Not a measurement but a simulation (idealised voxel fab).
Process module name: voxel transistor to metal
FYI the section here is cut, 140 nm wide, cells are 5 nm squares.
How to read a cross-section here: the picture is a grid of square cells, written as bands going from the top down, and any band can span one or more rows of cells. Basically the band line says how high the top is and how high the bottom is, in nm, and then what's in it from left to right, every material with its width in nm. Empty space shows up as "blank", and if a single material carries "full width" it runs the full band edge to edge. Where do heights start? At 0: under that level the wafer as delivered is made of one material only. And the lowest band has no floor; it just carries on downward, as in "top 0, no bottom". Per-row width for "30 to 40": begins at first number (top row of band), ends at second number (bottom row), increment between rows held constant. The cross-section has no changed cell in any step marked "no alteration". This entry, "Sealed void inventory", enumerates those empty regions of no fewer than 8 cells that possess no open connection to the top. Each region is reported in the form width x height at distance, the distance being taken from the left edge, with all three quantities expressed in nm. On each step's line, the part that comes after the settings is the simulator's own comment on the step. Steps that use a mask can have "overlay nm" on their line. It says how far the mask sat to the right of where it was meant to be. Negative means to the left.

**The steps planned for the process are as follows**
| 1 | RECEIVE | material Si |
| 2 | CONFORMAL_DEP | material SiO2 | thk nm 5 |
| 3 | CONFORMAL_DEP | material SiN | thk nm 10 |
| 4 | MASKED_ETCH | tone cover | mask id ACTIVE | width nm 95 | etch materials SiN | depth nm 10 | overlay nm 0 |
| 5 | MASKED_ETCH | tone cover | mask id ACTIVE | width nm 95 | etch materials SiO2 | depth nm 5 | overlay nm 0 |
| 6 | MASKED_ETCH | tone cover | mask id ACTIVE | width nm 95 | etch materials Si | depth nm 35 | overlay nm 0 |
| 7 | FILL_DEP | material SiO2 | thk nm 10 |
| 8 | CMP | height nm 15 |
| 9 | SELECTIVE_ETCH | etch materials SiO2 | depth nm 5 |
| 10 | STRIP | etch materials SiN |
| 11 | SELECTIVE_ETCH | etch materials SiO2 | depth nm 5 |
| 12 | OXIDIZE | depth nm 5 |
| 13 | DIRECTIONAL_DEP | material polySi | thk nm 25 |
| 14 | DIRECTIONAL_DEP | material SiCN | thk nm 15 |
| 15 | DIRECTIONAL_DEP | material aC | thk nm 10 |
| 16 | PATTERN | tone cover | mask id GATE | material resist | width nm 15 | thk nm 25 | overlay nm 0 |
| 17 | DIRECTIONAL_ETCH | etch materials aC | depth nm 10 |
| 18 | STRIP | etch materials resist |
| 19 | DIRECTIONAL_ETCH | etch materials SiCN | depth nm 25 |
| 20 | DIRECTIONAL_ETCH | etch materials polySi | depth nm 35 |
| 21 | STRIP | etch materials aC |
| 22 | CONFORMAL_DEP | material SiO2 | thk nm 5 |
| 23 | DIRECTIONAL_ETCH | etch materials SiO2 | depth nm 5 |
| 24 | CONFORMAL_DEP | material SiN | thk nm 5 |
| 25 | DIRECTIONAL_ETCH | etch materials SiN | depth nm 5 |
| 26 | DIRECTIONAL_ETCH | etch materials SiO2 | depth nm 5 |
| 27 | DIRECTIONAL_ETCH | etch materials Si | depth nm 15 |
| 28 | EPI | material nSi | thk nm 20 |
| 29 | FILL_DEP | material SiO2 | thk nm 5 |
| 30 | CMP | height nm 40 |
| 31 | DIRECTIONAL_DEP | material SiO2 | thk nm 10 |
| 32 | MASKED_ETCH | tone open | mask id CONTACT | width nm 30 | pitch nm 55 | etch materials SiO2 | depth nm 35 | overlay nm 0 |
| 33 | CONFORMAL_DEP | material TiN | thk nm 5 |
| 34 | FILL_DEP | material W | thk nm 10 |
| 35 | CMP | height nm 50 |
| 36 | DIRECTIONAL_DEP | material TiN | thk nm 5 |
| 37 | DIRECTIONAL_DEP | material Ru | thk nm 20 |
| 38 | DIRECTIONAL_DEP | material aC | thk nm 15 |
| 39 | PATTERN | tone cover | mask id METAL_1 | material resist | width nm 20 | pitch nm 65 | thk nm 30 | overlay nm 0 |
| 40 | DIRECTIONAL_ETCH | etch materials aC | depth nm 15 |
| 41 | STRIP | etch materials resist |
| 42 | DIRECTIONAL_ETCH | etch materials Ru | depth nm 20 |
| 43 | DIRECTIONAL_ETCH | etch materials TiN | depth nm 5 |
| 44 | STRIP | etch materials aC |
| 45 | CONFORMAL_DEP | material SiCN | thk nm 5 |
| 46 | FILL_DEP | material SiO2 | thk nm 10 |
| 47 | CMP | height nm 75 |
| 48 | CONFORMAL_DEP | material SiN | thk nm 5 |

**Shown in cross-section is the wafer as received, that is, as it stands after step 1**
	top 0, no bottom = Si full width
	Sealed void inventory: none

**First wafer of two, sectioned at end of module; run went per plan**
	top 80, bottom 75 = SiN full width
	top 75, bottom 55 = SiO2=20, SiCN=5, Ru=20, SiCN=5, SiO2=35, SiCN=5, Ru=20, SiCN=5, SiO2=25
	top 55, bottom 50 = SiCN=25, TiN=20, SiCN=45, TiN=20, SiCN=30
	top 50, bottom 40 = SiO2=25, TiN=5, W=20 to 15, TiN=5 to 10, SiO2=25, TiN=5 to 10, W=20 to 15, TiN=5, SiO2=30
	top 40, bottom 25 = SiO2=25, TiN=5, W=15, TiN=5, SiN=5, SiO2=5, SiCN=15, SiO2=5, SiN=5, TiN=5, W=15, TiN=5, SiO2=30
	top 25, bottom 20 = SiO2=25, TiN=5, W=15, TiN=5, SiN=5, SiO2=5, polySi=15, SiO2=5, SiN=5, TiN=5, W=15, TiN=5, SiO2=30
	top 20, bottom 15 = SiO2=25, TiN=25, SiN=5, SiO2=5, polySi=15, SiO2=5, SiN=5, TiN=25, SiO2=30
	top 15, bottom 5 = SiO2=15, nSi=35, SiN=5, SiO2=5, polySi=15, SiO2=5, SiN=5, nSi=35, SiO2=20
	top 5, bottom 0 = SiO2=15, nSi=5, SiN=5, nSi=25, SiN=5, SiO2=5, polySi=15, SiO2=5, SiN=5, nSi=25, SiN=5, nSi=5, SiO2=20
	top 0, bottom -5 = SiO2=25, nSi=25, SiO2=35, nSi=25, SiO2=30
	top -5, bottom -20 = SiO2=20, Si=5, nSi=25, Si=35, nSi=25, Si=5, SiO2=25
	top -20, bottom -35 = SiO2=20, Si=95, SiO2=25
	top -35, no bottom = Si full width
	Sealed void inventory: none

**Wafer two, end of module, cross-section. Same start, same plan as wafer one. One mistake in the run**
	top 80, bottom 75 = SiN full width
	top 75, bottom 55 = Ru=25, SiCN=5, SiO2=10, SiCN=5, Ru=45, SiCN=5, SiO2=10, SiCN=5, Ru=30
	top 55, bottom 50 = TiN=25, SiCN=20, TiN=45, SiCN=20, TiN=30
	top 50, bottom 40 = SiO2=25, TiN=5, W=20 to 15, TiN=5 to 10, SiO2=25, TiN=5 to 10, W=20 to 15, TiN=5, SiO2=30
	top 40, bottom 25 = SiO2=25, TiN=5, W=15, TiN=5, SiN=5, SiO2=5, SiCN=15, SiO2=5, SiN=5, TiN=5, W=15, TiN=5, SiO2=30
	top 25, bottom 20 = SiO2=25, TiN=5, W=15, TiN=5, SiN=5, SiO2=5, polySi=15, SiO2=5, SiN=5, TiN=5, W=15, TiN=5, SiO2=30
	top 20, bottom 15 = SiO2=25, TiN=25, SiN=5, SiO2=5, polySi=15, SiO2=5, SiN=5, TiN=25, SiO2=30
	top 15, bottom 5 = SiO2=15, nSi=35, SiN=5, SiO2=5, polySi=15, SiO2=5, SiN=5, nSi=35, SiO2=20
	top 5, bottom 0 = SiO2=15, nSi=5, SiN=5, nSi=25, SiN=5, SiO2=5, polySi=15, SiO2=5, SiN=5, nSi=25, SiN=5, nSi=5, SiO2=20
	top 0, bottom -5 = SiO2=25, nSi=25, SiO2=35, nSi=25, SiO2=30
	top -5, bottom -20 = SiO2=20, Si=5, nSi=25, Si=35, nSi=25, Si=5, SiO2=25
	top -20, bottom -35 = SiO2=20, Si=95, SiO2=25
	top -35, no bottom = Si full width
	Sealed void inventory: none
The plan and the run diverged here: so step 39 ended up running with a different setting than we planned, it ran as PATTERN | tone open | mask id METAL_1 | material resist | width nm 20 | pitch nm 65 | thk nm 30 | overlay nm 0
End of process, cell counts, second wafer against first, materials with more or fewer: Ru: 48 more | SiCN: 12 fewer | SiO2: 48 fewer | TiN: 12 more
